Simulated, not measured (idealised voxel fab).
process module | voxel self aligned vias
cross-section cut | 300 nm wide | cells 5 nm
A cross-section is a grid of square cells, given in bands from the top down. A band is one or more rows of cells.
Each band's line starts with the height of the band's top and of its bottom, in nm. Then come its materials from left to right, each with its width in nm. One material with "throughout" fills the band from edge to edge. "air" is empty space.
Height 0 is the level under which the wafer as received is all one material. The lowest band goes on downwards, as in "0 down".
A width such as "30 to 40" changes by the same amount from each row of cells to the next, from the band's top row to its bottom row.
"no change" after a step means that no cell of the cross-section changed.
closed voids: empty space of 8 cells or more with no open way to the top, each as width x height at its distance from the left edge, in nm
after a step's settings: what the simulator itself notes on the step
overlay nm, on a step with a mask: how far to the right of its planned place the mask lay; to the left if negative
plan
1 op RECEIVE | material Si
2 op CONFORMAL_DEP | material SiO2 | thk nm 10
3 op CONFORMAL_DEP | material SiCN | thk nm 5
4 op DIRECTIONAL_DEP | material lowk | thk nm 25
5 op PATTERN | tone open | mask id LINES | material resist | width nm 25 | pitch nm 50 | thk nm 20 | overlay nm -15
6 op DIRECTIONAL_ETCH | etch materials lowk | depth nm 25
7 op STRIP | etch materials resist
8 op CONFORMAL_DEP | material TiN | thk nm 5
9 op FILL_DEP | material W | thk nm 5
10 op CMP | height nm 40
11 op SELECTIVE_ETCH | etch materials W Ru TiN | depth nm 5
12 op FILL_DEP | material SiN | thk nm 10
13 op CMP | height nm 40
14 op DIRECTIONAL_DEP | material lowk | thk nm 15
15 op MASKED_ETCH | tone open | mask id VIAS | width nm 35 | pitch nm 50 | etch materials lowk | depth nm 15 | overlay nm 0
16 op MASKED_ETCH | tone open | mask id VIAS | width nm 35 | pitch nm 50 | etch materials SiN | depth nm 5 | overlay nm 0
17 op CONFORMAL_DEP | material TiN | thk nm 5
18 op FILL_DEP | material Cu | thk nm 10
19 op CMP | height nm 55
20 op CONFORMAL_DEP | material SiN | thk nm 5
varied across the wafers: overlay nm of step 5. The plan shows the first wafer's value. All wafers start alike
first wafer as received, after step 1
  0 down: Si throughout
  closed voids: none
each wafer at the end: cells of each material gained (+) or lost (-) since it was received, then its closed voids
overlay nm -15 | +22 Cu | +60 SiCN | +64 SiN | +120 SiO2 | +48 TiN | +18 W | +388 lowk | closed voids: none
overlay nm -10 | +24 Cu | +60 SiCN | +62 SiN | +120 SiO2 | +48 TiN | +18 W | +388 lowk | closed voids: none
overlay nm -5 | +26 Cu | +60 SiCN | +60 SiN | +120 SiO2 | +48 TiN | +18 W | +388 lowk | closed voids: none
overlay nm 0 | +26 Cu | +60 SiCN | +60 SiN | +120 SiO2 | +48 TiN | +18 W | +388 lowk | closed voids: none
overlay nm 5 | +26 Cu | +60 SiCN | +60 SiN | +120 SiO2 | +48 TiN | +18 W | +388 lowk | closed voids: none
overlay nm 10 | +24 Cu | +60 SiCN | +62 SiN | +120 SiO2 | +48 TiN | +18 W | +388 lowk | closed voids: none
overlay nm 15 | +22 Cu | +60 SiCN | +64 SiN | +120 SiO2 | +48 TiN | +18 W | +388 lowk | closed voids: none
